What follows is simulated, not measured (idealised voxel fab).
process module | voxel air gaps
cross-section cut | 210 nm wide | cells 5 nm
A cross-section is a grid of square cells, given in bands from the top down. A band is one or more rows of cells.
Each band's line starts with the height of the band's top and of its bottom, in nm. Then come its materials from left to right, each with its width in nm. One material with "throughout" fills the band from edge to edge. "air" is empty space.
Height 0 is the level under which the wafer as received is all one material. The lowest band goes on downwards, as in "0 down".
A width such as "30 to 40" changes by the same amount from each row of cells to the next, from the band's top row to its bottom row.
"no change" after a step means that no cell of the cross-section changed.
closed voids: empty space of 8 cells or more with no open way to the top, each as width x height at its distance from the left edge, in nm
after a step's settings: what the simulator itself notes on the step
overlay nm, on a step with a mask: how far to the right of its planned place the mask lay; to the left if negative
Each pair below shows a cross-section before one step and the cross-section after it, down to the lowest band that changed. The line under each pair gives the step between them, with its settings. The pairs can come from different runs of this module on the same starting wafer, so a pair continues from the pair above only where its "before" says so.
before
  0 down: Si throughout
  closed voids: none
after
  10 to 0: SiO2 throughout
  below 0: unchanged
  closed voids: none
the step between: op CONFORMAL_DEP | material SiO2 | thk nm 10
before: the cross-section after the pair above
after
  15 to 10: SiN throughout
  below 10: unchanged
  closed voids: none
the step between: op CONFORMAL_DEP | material SiN | thk nm 5
before: the cross-section after the pair above
after
  50 to 15: lowk throughout
  below 15: unchanged
  closed voids: none
the step between: op DIRECTIONAL_DEP | material lowk | thk nm 35
before: the cross-section after the pair above
after
  65 to 50: aC throughout
  below 50: unchanged
  closed voids: none
the step between: op DIRECTIONAL_DEP | material aC | thk nm 15
before: the cross-section after the pair above
after
  95 to 65: resist 30 | air 15 | resist 30 | air 15 | resist 30 | air 15 | resist 30 | air 15 | resist 30
  below 65: unchanged
  closed voids: none
the step between: op PATTERN | tone open | mask id LINES | material resist | width nm 15 | pitch nm 45 | thk nm 30 | overlay nm 0
before: the cross-section after the pair above
after
  80 to 65: resist 30 | air 15 | resist 30 | air 15 | resist 30 | air 15 | resist 30 | air 15 | resist 30
  65 to 50: aC 30 | air 15 | aC 30 | air 15 | aC 30 | air 15 | aC 30 | air 15 | aC 30
  below 50: unchanged
  closed voids: none
the step between: op DIRECTIONAL_ETCH | etch materials aC | depth nm 15
before: the cross-section after the pair above
after
  65 to 50: aC 30 | air 15 | aC 30 | air 15 | aC 30 | air 15 | aC 30 | air 15 | aC 30
  below 50: unchanged
  closed voids: none
the step between: op STRIP | etch materials resist
before: the cross-section after the pair above
after
  65 to 50: aC 30 | air 15 | aC 30 | air 15 | aC 30 | air 15 | aC 30 | air 15 | aC 30
  50 to 15: lowk 30 | air 15 | lowk 30 | air 15 | lowk 30 | air 15 | lowk 30 | air 15 | lowk 30
  below 15: unchanged
  closed voids: none
the step between: op DIRECTIONAL_ETCH | etch materials lowk | depth nm 35
before: the cross-section after the pair above
after
  50 to 15: lowk 30 | air 15 | lowk 30 | air 15 | lowk 30 | air 15 | lowk 30 | air 15 | lowk 30
  below 15: unchanged
  closed voids: none
the step between: op STRIP | etch materials aC
before: the cross-section after the pair above
after
  55 to 50: TiN 35 | air 5 | TiN 40 | air 5 | TiN 40 | air 5 | TiN 40 | air 5 | TiN 35
  50 to 20: lowk 30 | TiN 5 | air 5 | TiN 5 | lowk 30 | TiN 5 | air 5 | TiN 5 | lowk 30 | TiN 5 | air 5 | TiN 5 | lowk 30 | TiN 5 | air 5 | TiN 5 | lowk 30
  20 to 15: lowk 30 | TiN 15 | lowk 30 | TiN 15 | lowk 30 | TiN 15 | lowk 30 | TiN 15 | lowk 30
  below 15: unchanged
  closed voids: none
the step between: op CONFORMAL_DEP | material TiN | thk nm 5
before: the cross-section after the pair above
after
  60 to 55: Ru throughout
  55 to 50: TiN 35 | Ru 5 | TiN 40 | Ru 5 | TiN 40 | Ru 5 | TiN 40 | Ru 5 | TiN 35
  50 to 20: lowk 30 | TiN 5 | Ru 5 | TiN 5 | lowk 30 | TiN 5 | Ru 5 | TiN 5 | lowk 30 | TiN 5 | Ru 5 | TiN 5 | lowk 30 | TiN 5 | Ru 5 | TiN 5 | lowk 30
  below 20: unchanged
  closed voids: none
the step between: op FILL_DEP | material Ru | thk nm 5
before: the cross-section after the pair above
after
  50 to 20: lowk 30 | TiN 5 | Ru 5 | TiN 5 | lowk 30 | TiN 5 | Ru 5 | TiN 5 | lowk 30 | TiN 5 | Ru 5 | TiN 5 | lowk 30 | TiN 5 | Ru 5 | TiN 5 | lowk 30
  below 20: unchanged
  closed voids: none
the step between: op CMP | height nm 50
before: the cross-section after the pair above
after
  60 to 50: air 20 | Ru 35 | air 10 | Ru 35 | air 10 | Ru 35 | air 10 | Ru 35 | air 20
  below 50: unchanged
  closed voids: none
the step between: op EPI | material Ru | thk nm 10
before: the cross-section after the pair above
after
  60 to 50: air 20 | Ru 35 | air 10 | Ru 35 | air 10 | Ru 35 | air 10 | Ru 35 | air 20
  50 to 20: air 30 | TiN 5 | Ru 5 | TiN 5 | air 30 | TiN 5 | Ru 5 | TiN 5 | air 30 | TiN 5 | Ru 5 | TiN 5 | air 30 | TiN 5 | Ru 5 | TiN 5 | air 30
  20 to 15: air 30 | TiN 15 | air 30 | TiN 15 | air 30 | TiN 15 | air 30 | TiN 15 | air 30
  below 15: unchanged
  closed voids: none
the step between: op SELECTIVE_ETCH | etch materials lowk | depth nm 45
before: the cross-section after the pair above
after
  65 to 60: air 15 | SiCN 180 | air 15
  60 to 50: air 15 | SiCN 5 | Ru 35 | SiCN 10 | Ru 35 | SiCN 10 | Ru 35 | SiCN 10 | Ru 35 | SiCN 5 | air 15
  50 to 45: air 15 | SiCN 15 | TiN 5 | Ru 5 | TiN 5 | SiCN 30 | TiN 5 | Ru 5 | TiN 5 | SiCN 30 | TiN 5 | Ru 5 | TiN 5 | SiCN 30 | TiN 5 | Ru 5 | TiN 5 | SiCN 15 | air 15
  45 to 20: air 25 | SiCN 5 | TiN 5 | Ru 5 | TiN 5 | SiCN 5 | air 20 | SiCN 5 | TiN 5 | Ru 5 | TiN 5 | SiCN 5 | air 20 | SiCN 5 | TiN 5 | Ru 5 | TiN 5 | SiCN 5 | air 20 | SiCN 5 | TiN 5 | Ru 5 | TiN 5 | SiCN 5 | air 25
  20 to 15: SiCN 30 | TiN 15 | SiCN 30 | TiN 15 | SiCN 30 | TiN 15 | SiCN 30 | TiN 15 | SiCN 30
  below 15: unchanged
  closed voids: 20 x 25 at 50; 20 x 25 at 95; 20 x 25 at 140
the step between: op CONFORMAL_DEP | material SiCN | thk nm 5
before
  10 to 0: SiO2 throughout
  0 down: Si throughout
  closed voids: none
after
  45 to 10: lowk throughout
  below 10: unchanged
  closed voids: none
the step between: op DIRECTIONAL_DEP | material lowk | thk nm 35
before: the cross-section after the pair above
after
  60 to 45: aC throughout
  below 45: unchanged
  closed voids: none
the step between: op DIRECTIONAL_DEP | material aC | thk nm 15
before: the cross-section after the pair above
after
  90 to 60: resist 30 | air 15 | resist 30 | air 15 | resist 30 | air 15 | resist 30 | air 15 | resist 30
  below 60: unchanged
  closed voids: none
the step between: op PATTERN | tone open | mask id LINES | material resist | width nm 15 | pitch nm 45 | thk nm 30 | overlay nm 0
before: the cross-section after the pair above
after
  75 to 60: resist 30 | air 15 | resist 30 | air 15 | resist 30 | air 15 | resist 30 | air 15 | resist 30
  60 to 45: aC 30 | air 15 | aC 30 | air 15 | aC 30 | air 15 | aC 30 | air 15 | aC 30
  below 45: unchanged
  closed voids: none
the step between: op DIRECTIONAL_ETCH | etch materials aC | depth nm 15
before: the cross-section after the pair above
after
  60 to 45: aC 30 | air 15 | aC 30 | air 15 | aC 30 | air 15 | aC 30 | air 15 | aC 30
  below 45: unchanged
  closed voids: none
the step between: op STRIP | etch materials resist
before: the cross-section after the pair above
after
  60 to 45: aC 30 | air 15 | aC 30 | air 15 | aC 30 | air 15 | aC 30 | air 15 | aC 30
  45 to 10: lowk 30 | air 15 | lowk 30 | air 15 | lowk 30 | air 15 | lowk 30 | air 15 | lowk 30
  below 10: unchanged
  closed voids: none
the step between: op DIRECTIONAL_ETCH | etch materials lowk | depth nm 35
before: the cross-section after the pair above
after
  45 to 10: lowk 30 | air 15 | lowk 30 | air 15 | lowk 30 | air 15 | lowk 30 | air 15 | lowk 30
  below 10: unchanged
  closed voids: none
the step between: op STRIP | etch materials aC
before: the cross-section after the pair above
after
  50 to 45: TiN 35 | air 5 | TiN 40 | air 5 | TiN 40 | air 5 | TiN 40 | air 5 | TiN 35
  45 to 15: lowk 30 | TiN 5 | air 5 | TiN 5 | lowk 30 | TiN 5 | air 5 | TiN 5 | lowk 30 | TiN 5 | air 5 | TiN 5 | lowk 30 | TiN 5 | air 5 | TiN 5 | lowk 30
  15 to 10: lowk 30 | TiN 15 | lowk 30 | TiN 15 | lowk 30 | TiN 15 | lowk 30 | TiN 15 | lowk 30
  below 10: unchanged
  closed voids: none
the step between: op CONFORMAL_DEP | material TiN | thk nm 5
before: the cross-section after the pair above
after
  55 to 50: Ru throughout
  50 to 45: TiN 35 | Ru 5 | TiN 40 | Ru 5 | TiN 40 | Ru 5 | TiN 40 | Ru 5 | TiN 35
  45 to 15: lowk 30 | TiN 5 | Ru 5 | TiN 5 | lowk 30 | TiN 5 | Ru 5 | TiN 5 | lowk 30 | TiN 5 | Ru 5 | TiN 5 | lowk 30 | TiN 5 | Ru 5 | TiN 5 | lowk 30
  below 15: unchanged
  closed voids: none
the step between: op FILL_DEP | material Ru | thk nm 5
before: the cross-section after the pair above
after
  50 to 45: TiN 35 | Ru 5 | TiN 40 | Ru 5 | TiN 40 | Ru 5 | TiN 40 | Ru 5 | TiN 35
  below 45: unchanged
  closed voids: none
the step between: op CMP | height nm 50
before: the cross-section after the pair above
after
  60 to 50: Ru throughout
  below 50: unchanged
  closed voids: none
the step between: op EPI | material Ru | thk nm 10
before: the cross-section after the pair above
after
  65 to 60: SiCN throughout
  below 60: unchanged
  closed voids: none
the step between: op CONFORMAL_DEP | material SiCN | thk nm 5
before
  60 to 50: air 20 | Ru 35 | air 10 | Ru 35 | air 10 | Ru 35 | air 10 | Ru 35 | air 20
  50 to 20: lowk 30 | TiN 5 | Ru 5 | TiN 5 | lowk 30 | TiN 5 | Ru 5 | TiN 5 | lowk 30 | TiN 5 | Ru 5 | TiN 5 | lowk 30 | TiN 5 | Ru 5 | TiN 5 | lowk 30
  20 to 15: lowk 30 | TiN 15 | lowk 30 | TiN 15 | lowk 30 | TiN 15 | lowk 30 | TiN 15 | lowk 30
  15 to 10: SiN throughout
  10 to 0: SiO2 throughout
  0 down: Si throughout
  closed voids: none
after
  70 to 50: air 10 | Ru 190 | air 10
  below 50: unchanged
  closed voids: none
the step between: op EPI | material Ru | thk nm 10
before: the cross-section after the pair above
after
  70 to 50: air 10 | Ru 190 | air 10
  50 to 20: air 30 | TiN 5 | Ru 5 | TiN 5 | lowk 30 | TiN 5 | Ru 5 | TiN 5 | lowk 30 | TiN 5 | Ru 5 | TiN 5 | lowk 30 | TiN 5 | Ru 5 | TiN 5 | air 30
  20 to 15: air 30 | TiN 15 | lowk 30 | TiN 15 | lowk 30 | TiN 15 | lowk 30 | TiN 15 | air 30
  below 15: unchanged
  closed voids: none
the step between: op SELECTIVE_ETCH | etch materials lowk | depth nm 45
before: the cross-section after the pair above
after
  75 to 70: air 5 | SiCN 200 | air 5
  70 to 50: air 5 | SiCN 5 | Ru 190 | SiCN 5 | air 5
  50 to 45: air 5 | SiCN 25 | TiN 5 | Ru 5 | TiN 5 | lowk 30 | TiN 5 | Ru 5 | TiN 5 | lowk 30 | TiN 5 | Ru 5 | TiN 5 | lowk 30 | TiN 5 | Ru 5 | TiN 5 | SiCN 25 | air 5
  45 to 20: air 25 | SiCN 5 | TiN 5 | Ru 5 | TiN 5 | lowk 30 | TiN 5 | Ru 5 | TiN 5 | lowk 30 | TiN 5 | Ru 5 | TiN 5 | lowk 30 | TiN 5 | Ru 5 | TiN 5 | SiCN 5 | air 25
  20 to 15: SiCN 30 | TiN 15 | lowk 30 | TiN 15 | lowk 30 | TiN 15 | lowk 30 | TiN 15 | SiCN 30
  below 15: unchanged
  closed voids: none
the step between: op CONFORMAL_DEP | material SiCN | thk nm 5
before
  0 down: Si throughout
  closed voids: none
after
  5 to 0: SiN throughout
  below 0: unchanged
  closed voids: none
the step between: op CONFORMAL_DEP | material SiN | thk nm 5
before: the cross-section after the pair above
after
  15 to 5: SiO2 throughout
  below 5: unchanged
  closed voids: none
the step between: op CONFORMAL_DEP | material SiO2 | thk nm 10
before: the cross-section after the pair above
after
  50 to 15: lowk throughout
  below 15: unchanged
  closed voids: none
the step between: op DIRECTIONAL_DEP | material lowk | thk nm 35
before: the cross-section after the pair above
after
  65 to 50: aC throughout
  below 50: unchanged
  closed voids: none
the step between: op DIRECTIONAL_DEP | material aC | thk nm 15
before: the cross-section after the pair above
after
  95 to 65: resist 30 | air 15 | resist 30 | air 15 | resist 30 | air 15 | resist 30 | air 15 | resist 30
  below 65: unchanged
  closed voids: none
the step between: op PATTERN | tone open | mask id LINES | material resist | width nm 15 | pitch nm 45 | thk nm 30 | overlay nm 0
before: the cross-section after the pair above
after
  80 to 65: resist 30 | air 15 | resist 30 | air 15 | resist 30 | air 15 | resist 30 | air 15 | resist 30
  65 to 50: aC 30 | air 15 | aC 30 | air 15 | aC 30 | air 15 | aC 30 | air 15 | aC 30
  below 50: unchanged
  closed voids: none
the step between: op DIRECTIONAL_ETCH | etch materials aC | depth nm 15
before: the cross-section after the pair above
after
  65 to 50: aC 30 | air 15 | aC 30 | air 15 | aC 30 | air 15 | aC 30 | air 15 | aC 30
  below 50: unchanged
  closed voids: none
the step between: op STRIP | etch materials resist
before: the cross-section after the pair above
after
  65 to 50: aC 30 | air 15 | aC 30 | air 15 | aC 30 | air 15 | aC 30 | air 15 | aC 30
  50 to 15: lowk 30 | air 15 | lowk 30 | air 15 | lowk 30 | air 15 | lowk 30 | air 15 | lowk 30
  below 15: unchanged
  closed voids: none
the step between: op DIRECTIONAL_ETCH | etch materials lowk | depth nm 35
before: the cross-section after the pair above
after
  50 to 15: lowk 30 | air 15 | lowk 30 | air 15 | lowk 30 | air 15 | lowk 30 | air 15 | lowk 30
  below 15: unchanged
  closed voids: none
the step between: op STRIP | etch materials aC
before: the cross-section after the pair above
after
  55 to 50: TiN 35 | air 5 | TiN 40 | air 5 | TiN 40 | air 5 | TiN 40 | air 5 | TiN 35
  50 to 20: lowk 30 | TiN 5 | air 5 | TiN 5 | lowk 30 | TiN 5 | air 5 | TiN 5 | lowk 30 | TiN 5 | air 5 | TiN 5 | lowk 30 | TiN 5 | air 5 | TiN 5 | lowk 30
  20 to 15: lowk 30 | TiN 15 | lowk 30 | TiN 15 | lowk 30 | TiN 15 | lowk 30 | TiN 15 | lowk 30
  below 15: unchanged
  closed voids: none
the step between: op CONFORMAL_DEP | material TiN | thk nm 5
before: the cross-section after the pair above
after
  60 to 55: Ru throughout
  55 to 50: TiN 35 | Ru 5 | TiN 40 | Ru 5 | TiN 40 | Ru 5 | TiN 40 | Ru 5 | TiN 35
  50 to 20: lowk 30 | TiN 5 | Ru 5 | TiN 5 | lowk 30 | TiN 5 | Ru 5 | TiN 5 | lowk 30 | TiN 5 | Ru 5 | TiN 5 | lowk 30 | TiN 5 | Ru 5 | TiN 5 | lowk 30
  below 20: unchanged
  closed voids: none
the step between: op FILL_DEP | material Ru | thk nm 5
before: the cross-section after the pair above
after
  50 to 20: lowk 30 | TiN 5 | Ru 5 | TiN 5 | lowk 30 | TiN 5 | Ru 5 | TiN 5 | lowk 30 | TiN 5 | Ru 5 | TiN 5 | lowk 30 | TiN 5 | Ru 5 | TiN 5 | lowk 30
  below 20: unchanged
  closed voids: none
the step between: op CMP | height nm 50
before: the cross-section after the pair above
after
  60 to 50: air 20 | Ru 35 | air 10 | Ru 35 | air 10 | Ru 35 | air 10 | Ru 35 | air 20
  below 50: unchanged
  closed voids: none
the step between: op EPI | material Ru | thk nm 10
before: the cross-section after the pair above
after
  60 to 50: air 20 | Ru 35 | air 10 | Ru 35 | air 10 | Ru 35 | air 10 | Ru 35 | air 20
  50 to 20: air 30 | TiN 5 | Ru 5 | TiN 5 | air 30 | TiN 5 | Ru 5 | TiN 5 | air 30 | TiN 5 | Ru 5 | TiN 5 | air 30 | TiN 5 | Ru 5 | TiN 5 | air 30
  20 to 15: air 30 | TiN 15 | air 30 | TiN 15 | air 30 | TiN 15 | air 30 | TiN 15 | air 30
  below 15: unchanged
  closed voids: none
the step between: op SELECTIVE_ETCH | etch materials lowk | depth nm 45
before: the cross-section after the pair above
after
  65 to 60: air 15 | SiCN 180 | air 15
  60 to 50: air 15 | SiCN 5 | Ru 35 | SiCN 10 | Ru 35 | SiCN 10 | Ru 35 | SiCN 10 | Ru 35 | SiCN 5 | air 15
  50 to 45: air 15 | SiCN 15 | TiN 5 | Ru 5 | TiN 5 | SiCN 30 | TiN 5 | Ru 5 | TiN 5 | SiCN 30 | TiN 5 | Ru 5 | TiN 5 | SiCN 30 | TiN 5 | Ru 5 | TiN 5 | SiCN 15 | air 15
  45 to 20: air 25 | SiCN 5 | TiN 5 | Ru 5 | TiN 5 | SiCN 5 | air 20 | SiCN 5 | TiN 5 | Ru 5 | TiN 5 | SiCN 5 | air 20 | SiCN 5 | TiN 5 | Ru 5 | TiN 5 | SiCN 5 | air 20 | SiCN 5 | TiN 5 | Ru 5 | TiN 5 | SiCN 5 | air 25
  20 to 15: SiCN 30 | TiN 15 | SiCN 30 | TiN 15 | SiCN 30 | TiN 15 | SiCN 30 | TiN 15 | SiCN 30
  below 15: unchanged
  closed voids: 20 x 25 at 50; 20 x 25 at 95; 20 x 25 at 140
the step between: op CONFORMAL_DEP | material SiCN | thk nm 5
before
  0 down: Si throughout
  closed voids: none
after
  15 to 0: SiO2 throughout
  below 0: unchanged
  closed voids: none
the step between: op CONFORMAL_DEP | material SiO2 | thk nm 15
before: the cross-section after the pair above
after
  20 to 15: SiN throughout
  below 15: unchanged
  closed voids: none
the step between: op CONFORMAL_DEP | material SiN | thk nm 5
before: the cross-section after the pair above
after
  55 to 20: lowk throughout
  below 20: unchanged
  closed voids: none
the step between: op DIRECTIONAL_DEP | material lowk | thk nm 35
before: the cross-section after the pair above
after
  70 to 55: aC throughout
  below 55: unchanged
  closed voids: none
the step between: op DIRECTIONAL_DEP | material aC | thk nm 15
before: the cross-section after the pair above
after
  100 to 70: resist 30 | air 15 | resist 30 | air 15 | resist 30 | air 15 | resist 30 | air 15 | resist 30
  below 70: unchanged
  closed voids: none
the step between: op PATTERN | tone open | mask id LINES | material resist | width nm 15 | pitch nm 45 | thk nm 30 | overlay nm 0
before: the cross-section after the pair above
after
  85 to 70: resist 30 | air 15 | resist 30 | air 15 | resist 30 | air 15 | resist 30 | air 15 | resist 30
  70 to 55: aC 30 | air 15 | aC 30 | air 15 | aC 30 | air 15 | aC 30 | air 15 | aC 30
  below 55: unchanged
  closed voids: none
the step between: op DIRECTIONAL_ETCH | etch materials aC | depth nm 15
before: the cross-section after the pair above
after
  70 to 55: aC 30 | air 15 | aC 30 | air 15 | aC 30 | air 15 | aC 30 | air 15 | aC 30
  below 55: unchanged
  closed voids: none
the step between: op STRIP | etch materials resist
before: the cross-section after the pair above
after
  70 to 55: aC 30 | air 15 | aC 30 | air 15 | aC 30 | air 15 | aC 30 | air 15 | aC 30
  55 to 20: lowk 30 | air 15 | lowk 30 | air 15 | lowk 30 | air 15 | lowk 30 | air 15 | lowk 30
  below 20: unchanged
  closed voids: none
the step between: op DIRECTIONAL_ETCH | etch materials lowk | depth nm 35
before: the cross-section after the pair above
after
  55 to 20: lowk 30 | air 15 | lowk 30 | air 15 | lowk 30 | air 15 | lowk 30 | air 15 | lowk 30
  below 20: unchanged
  closed voids: none
the step between: op STRIP | etch materials aC
before: the cross-section after the pair above
after
  60 to 55: TiN 35 | air 5 | TiN 40 | air 5 | TiN 40 | air 5 | TiN 40 | air 5 | TiN 35
  55 to 25: lowk 30 | TiN 5 | air 5 | TiN 5 | lowk 30 | TiN 5 | air 5 | TiN 5 | lowk 30 | TiN 5 | air 5 | TiN 5 | lowk 30 | TiN 5 | air 5 | TiN 5 | lowk 30
  25 to 20: lowk 30 | TiN 15 | lowk 30 | TiN 15 | lowk 30 | TiN 15 | lowk 30 | TiN 15 | lowk 30
  below 20: unchanged
  closed voids: none
the step between: op CONFORMAL_DEP | material TiN | thk nm 5
before: the cross-section after the pair above
after
  65 to 60: Ru throughout
  60 to 55: TiN 35 | Ru 5 | TiN 40 | Ru 5 | TiN 40 | Ru 5 | TiN 40 | Ru 5 | TiN 35
  55 to 25: lowk 30 | TiN 5 | Ru 5 | TiN 5 | lowk 30 | TiN 5 | Ru 5 | TiN 5 | lowk 30 | TiN 5 | Ru 5 | TiN 5 | lowk 30 | TiN 5 | Ru 5 | TiN 5 | lowk 30
  below 25: unchanged
  closed voids: none
the step between: op FILL_DEP | material Ru | thk nm 5
before: the cross-section after the pair above
after
  50 to 25: lowk 30 | TiN 5 | Ru 5 | TiN 5 | lowk 30 | TiN 5 | Ru 5 | TiN 5 | lowk 30 | TiN 5 | Ru 5 | TiN 5 | lowk 30 | TiN 5 | Ru 5 | TiN 5 | lowk 30
  below 25: unchanged
  closed voids: none
the step between: op CMP | height nm 50
before: the cross-section after the pair above
after
  60 to 50: air 20 | Ru 35 | air 10 | Ru 35 | air 10 | Ru 35 | air 10 | Ru 35 | air 20
  below 50: unchanged
  closed voids: none
the step between: op EPI | material Ru | thk nm 10
before: the cross-section after the pair above
after
  60 to 50: air 20 | Ru 35 | air 10 | Ru 35 | air 10 | Ru 35 | air 10 | Ru 35 | air 20
  50 to 25: air 30 | TiN 5 | Ru 5 | TiN 5 | air 30 | TiN 5 | Ru 5 | TiN 5 | air 30 | TiN 5 | Ru 5 | TiN 5 | air 30 | TiN 5 | Ru 5 | TiN 5 | air 30
  25 to 20: air 30 | TiN 15 | air 30 | TiN 15 | air 30 | TiN 15 | air 30 | TiN 15 | air 30
  below 20: unchanged
  closed voids: none
the step between: op SELECTIVE_ETCH | etch materials lowk | depth nm 45
before: the cross-section after the pair above
after
  65 to 60: air 15 | SiCN 180 | air 15
  60 to 50: air 15 | SiCN 5 | Ru 35 | SiCN 10 | Ru 35 | SiCN 10 | Ru 35 | SiCN 10 | Ru 35 | SiCN 5 | air 15
  50 to 45: air 15 | SiCN 15 | TiN 5 | Ru 5 | TiN 5 | SiCN 30 | TiN 5 | Ru 5 | TiN 5 | SiCN 30 | TiN 5 | Ru 5 | TiN 5 | SiCN 30 | TiN 5 | Ru 5 | TiN 5 | SiCN 15 | air 15
  45 to 25: air 25 | SiCN 5 | TiN 5 | Ru 5 | TiN 5 | SiCN 5 | air 20 | SiCN 5 | TiN 5 | Ru 5 | TiN 5 | SiCN 5 | air 20 | SiCN 5 | TiN 5 | Ru 5 | TiN 5 | SiCN 5 | air 20 | SiCN 5 | TiN 5 | Ru 5 | TiN 5 | SiCN 5 | air 25
  25 to 20: SiCN 30 | TiN 15 | SiCN 30 | TiN 15 | SiCN 30 | TiN 15 | SiCN 30 | TiN 15 | SiCN 30
  below 20: unchanged
  closed voids: 20 x 20 at 50; 20 x 20 at 95; 20 x 20 at 140
the step between: op CONFORMAL_DEP | material SiCN | thk nm 5
before
  65 to 50: aC throughout
  50 to 15: lowk throughout
  15 to 10: SiN throughout
  10 to 0: SiO2 throughout
  0 down: Si throughout
  closed voids: none
after
  95 to 65: resist 25 | air 25 | resist 20 | air 25 | resist 20 | air 25 | resist 20 | air 25 | resist 25
  below 65: unchanged
  closed voids: none
the step between: op PATTERN | tone open | mask id LINES | material resist | width nm 25 | pitch nm 45 | thk nm 30 | overlay nm 0
before: the cross-section after the pair above
after
  80 to 65: resist 25 | air 25 | resist 20 | air 25 | resist 20 | air 25 | resist 20 | air 25 | resist 25
  65 to 50: aC 25 | air 25 | aC 20 | air 25 | aC 20 | air 25 | aC 20 | air 25 | aC 25
  below 50: unchanged
  closed voids: none
the step between: op DIRECTIONAL_ETCH | etch materials aC | depth nm 15
before: the cross-section after the pair above
after
  65 to 50: aC 25 | air 25 | aC 20 | air 25 | aC 20 | air 25 | aC 20 | air 25 | aC 25
  below 50: unchanged
  closed voids: none
the step between: op STRIP | etch materials resist
before: the cross-section after the pair above
after
  65 to 50: aC 25 | air 25 | aC 20 | air 25 | aC 20 | air 25 | aC 20 | air 25 | aC 25
  50 to 15: lowk 25 | air 25 | lowk 20 | air 25 | lowk 20 | air 25 | lowk 20 | air 25 | lowk 25
  below 15: unchanged
  closed voids: none
the step between: op DIRECTIONAL_ETCH | etch materials lowk | depth nm 35
before: the cross-section after the pair above
after
  50 to 15: lowk 25 | air 25 | lowk 20 | air 25 | lowk 20 | air 25 | lowk 20 | air 25 | lowk 25
  below 15: unchanged
  closed voids: none
the step between: op STRIP | etch materials aC
before: the cross-section after the pair above
after
  55 to 50: TiN 30 | air 15 | TiN 30 | air 15 | TiN 30 | air 15 | TiN 30 | air 15 | TiN 30
  50 to 20: lowk 25 | TiN 5 | air 15 | TiN 5 | lowk 20 | TiN 5 | air 15 | TiN 5 | lowk 20 | TiN 5 | air 15 | TiN 5 | lowk 20 | TiN 5 | air 15 | TiN 5 | lowk 25
  20 to 15: lowk 25 | TiN 25 | lowk 20 | TiN 25 | lowk 20 | TiN 25 | lowk 20 | TiN 25 | lowk 25
  below 15: unchanged
  closed voids: none
the step between: op CONFORMAL_DEP | material TiN | thk nm 5
before: the cross-section after the pair above
after
  60 to 55: Ru throughout
  55 to 50: TiN 30 | Ru 15 | TiN 30 | Ru 15 | TiN 30 | Ru 15 | TiN 30 | Ru 15 | TiN 30
  50 to 20: lowk 25 | TiN 5 | Ru 15 | TiN 5 | lowk 20 | TiN 5 | Ru 15 | TiN 5 | lowk 20 | TiN 5 | Ru 15 | TiN 5 | lowk 20 | TiN 5 | Ru 15 | TiN 5 | lowk 25
  below 20: unchanged
  closed voids: none
the step between: op FILL_DEP | material Ru | thk nm 5
before: the cross-section after the pair above
after
  50 to 20: lowk 25 | TiN 5 | Ru 15 | TiN 5 | lowk 20 | TiN 5 | Ru 15 | TiN 5 | lowk 20 | TiN 5 | Ru 15 | TiN 5 | lowk 20 | TiN 5 | Ru 15 | TiN 5 | lowk 25
  below 20: unchanged
  closed voids: none
the step between: op CMP | height nm 50
before: the cross-section after the pair above
after
  60 to 50: air 15 | Ru 180 | air 15
  below 50: unchanged
  closed voids: none
the step between: op EPI | material Ru | thk nm 10
before: the cross-section after the pair above
after
  60 to 50: air 15 | Ru 180 | air 15
  50 to 20: air 25 | TiN 5 | Ru 15 | TiN 5 | lowk 20 | TiN 5 | Ru 15 | TiN 5 | lowk 20 | TiN 5 | Ru 15 | TiN 5 | lowk 20 | TiN 5 | Ru 15 | TiN 5 | air 25
  20 to 15: air 25 | TiN 25 | lowk 20 | TiN 25 | lowk 20 | TiN 25 | lowk 20 | TiN 25 | air 25
  below 15: unchanged
  closed voids: none
the step between: op SELECTIVE_ETCH | etch materials lowk | depth nm 45
before: the cross-section after the pair above
after
  65 to 60: air 10 | SiCN 190 | air 10
  60 to 50: air 10 | SiCN 5 | Ru 180 | SiCN 5 | air 10
  50 to 45: air 10 | SiCN 15 | TiN 5 | Ru 15 | TiN 5 | lowk 20 | TiN 5 | Ru 15 | TiN 5 | lowk 20 | TiN 5 | Ru 15 | TiN 5 | lowk 20 | TiN 5 | Ru 15 | TiN 5 | SiCN 15 | air 10
  45 to 20: air 20 | SiCN 5 | TiN 5 | Ru 15 | TiN 5 | lowk 20 | TiN 5 | Ru 15 | TiN 5 | lowk 20 | TiN 5 | Ru 15 | TiN 5 | lowk 20 | TiN 5 | Ru 15 | TiN 5 | SiCN 5 | air 20
  20 to 15: SiCN 25 | TiN 25 | lowk 20 | TiN 25 | lowk 20 | TiN 25 | lowk 20 | TiN 25 | SiCN 25
  below 15: unchanged
  closed voids: none
the step between: op CONFORMAL_DEP | material SiCN | thk nm 5
before
  65 to 50: aC throughout
  50 to 15: lowk throughout
  15 to 10: SiN throughout
  10 to 0: SiO2 throughout
  0 down: Si throughout
  closed voids: none
after
  95 to 65: resist 20 | air 15 | resist 30 | air 15 | resist 30 | air 15 | resist 30 | air 15 | resist 40
  below 65: unchanged
  closed voids: none
the step between: op PATTERN | tone open | mask id LINES | material resist | width nm 15 | pitch nm 45 | thk nm 30 | overlay nm -10
before: the cross-section after the pair above
after
  80 to 65: resist 20 | air 15 | resist 30 | air 15 | resist 30 | air 15 | resist 30 | air 15 | resist 40
  65 to 50: aC 20 | air 15 | aC 30 | air 15 | aC 30 | air 15 | aC 30 | air 15 | aC 40
  below 50: unchanged
  closed voids: none
the step between: op DIRECTIONAL_ETCH | etch materials aC | depth nm 15
before: the cross-section after the pair above
after
  65 to 50: aC 20 | air 15 | aC 30 | air 15 | aC 30 | air 15 | aC 30 | air 15 | aC 40
  below 50: unchanged
  closed voids: none
the step between: op STRIP | etch materials resist
before: the cross-section after the pair above
after
  65 to 50: aC 20 | air 15 | aC 30 | air 15 | aC 30 | air 15 | aC 30 | air 15 | aC 40
  50 to 15: lowk 20 | air 15 | lowk 30 | air 15 | lowk 30 | air 15 | lowk 30 | air 15 | lowk 40
  below 15: unchanged
  closed voids: none
the step between: op DIRECTIONAL_ETCH | etch materials lowk | depth nm 35
before: the cross-section after the pair above
after
  50 to 15: lowk 20 | air 15 | lowk 30 | air 15 | lowk 30 | air 15 | lowk 30 | air 15 | lowk 40
  below 15: unchanged
  closed voids: none
the step between: op STRIP | etch materials aC
before: the cross-section after the pair above
after
  55 to 50: TiN 25 | air 5 | TiN 40 | air 5 | TiN 40 | air 5 | TiN 40 | air 5 | TiN 45
  50 to 20: lowk 20 | TiN 5 | air 5 | TiN 5 | lowk 30 | TiN 5 | air 5 | TiN 5 | lowk 30 | TiN 5 | air 5 | TiN 5 | lowk 30 | TiN 5 | air 5 | TiN 5 | lowk 40
  20 to 15: lowk 20 | TiN 15 | lowk 30 | TiN 15 | lowk 30 | TiN 15 | lowk 30 | TiN 15 | lowk 40
  below 15: unchanged
  closed voids: none
the step between: op CONFORMAL_DEP | material TiN | thk nm 5
